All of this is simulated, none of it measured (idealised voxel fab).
voxel ribs on slabs: a process module
FYI the section here is cut, 155 nm wide, cells are 5 nm squares.
Format of a cross-section: grid, square cells. Given as bands. Order: top down. Band: one or more rows of cells.
The band entry comprises the height of the band's top followed by the height of its bottom, expressed in nm, and subsequently the band's materials from left to right, each stated together with its width in nm. Where a single material is marked with the word "all across", that material fills the band from edge to edge. The word "empty" represents empty space.
Ref level 0: as-received wafer is one material below here. Bottom band extends down with no lower bound ("0 and below").
The notation "30->40" denotes a width that varies across the rows of cells in the band, beginning at the first number in the top row, finishing at the second number in the bottom row, and changing by an identical amount from each row to the next.
"left unchanged", as given for a step, is the statement that not any cell of the cross-section underwent a change during that step.
The entry "Fully sealed cavities" lists the empty spaces that cover at least 8 cells and have no open path to the top. Each is written as width x height at distance, where the distance is measured from the left edge and all three values are in nm.
On each step's line, the part that comes after the settings is the simulator's own comment on the step.
overlay nm: mask offset rightward from planned place, masked step; negative means leftward offset.
## Below is the list of planned process steps
1. RECEIVE | material Si
2. DIRECTIONAL_DEP | material SiO2 | thk nm 25
3. DIRECTIONAL_DEP | material SiN | thk nm 20
4. DIRECTIONAL_DEP | material aC | thk nm 15
5. PATTERN | tone cover | mask id RIB | material resist | width nm 30 | thk nm 35 | overlay nm 0
6. DIRECTIONAL_ETCH | etch materials aC | depth nm 15
7. STRIP | etch materials resist
8. DIRECTIONAL_ETCH | etch materials SiN | depth nm 10
9. STRIP | etch materials aC
10. DIRECTIONAL_DEP | material aC | thk nm 15
11. PATTERN | tone cover | mask id SLAB | material resist | width nm 60 | thk nm 30 | overlay nm 0
12. DIRECTIONAL_ETCH | etch materials aC | depth nm 15
13. STRIP | etch materials resist
14. DIRECTIONAL_ETCH | etch materials SiN | depth nm 10
15. STRIP | etch materials aC
16. FILL_DEP | material SiO2 | thk nm 20
17. CMP | height nm 55
18. DIRECTIONAL_DEP | material TiN | thk nm 10
19. PATTERN | tone cover | mask id HEATER | material resist | width nm 40 | thk nm 20 | overlay nm 0
20. DIRECTIONAL_ETCH | etch materials TiN | depth nm 10
21. STRIP | etch materials resist
22. CONFORMAL_DEP | material SiN | thk nm 5
## Step 1 complete: cross-section of the wafer as received
- 0 and below  Si all across
- Fully sealed cavities: none
## What the wafer looks like in cross-section after this module, when it starts as shown above and follows the plan above but one mistake is made in running it
- 70 down to 65  50 of empty; 50 of SiN; 55 of empty
- 65 down to 60  50 of empty; 5 of SiN; 40 of TiN; 5 of SiN; 55 of empty
- 60 down to 55  55 of SiN; 40 of TiN; 60 of SiN
- 55 down to 50  45 of SiO2; 60 of SiN; 50 of SiO2
- 50 down to 0  SiO2 all across
- 0 and below  Si all across
- Fully sealed cavities: none
Against the plan, the run slipped here: regarding the plan, step 2 was run twice
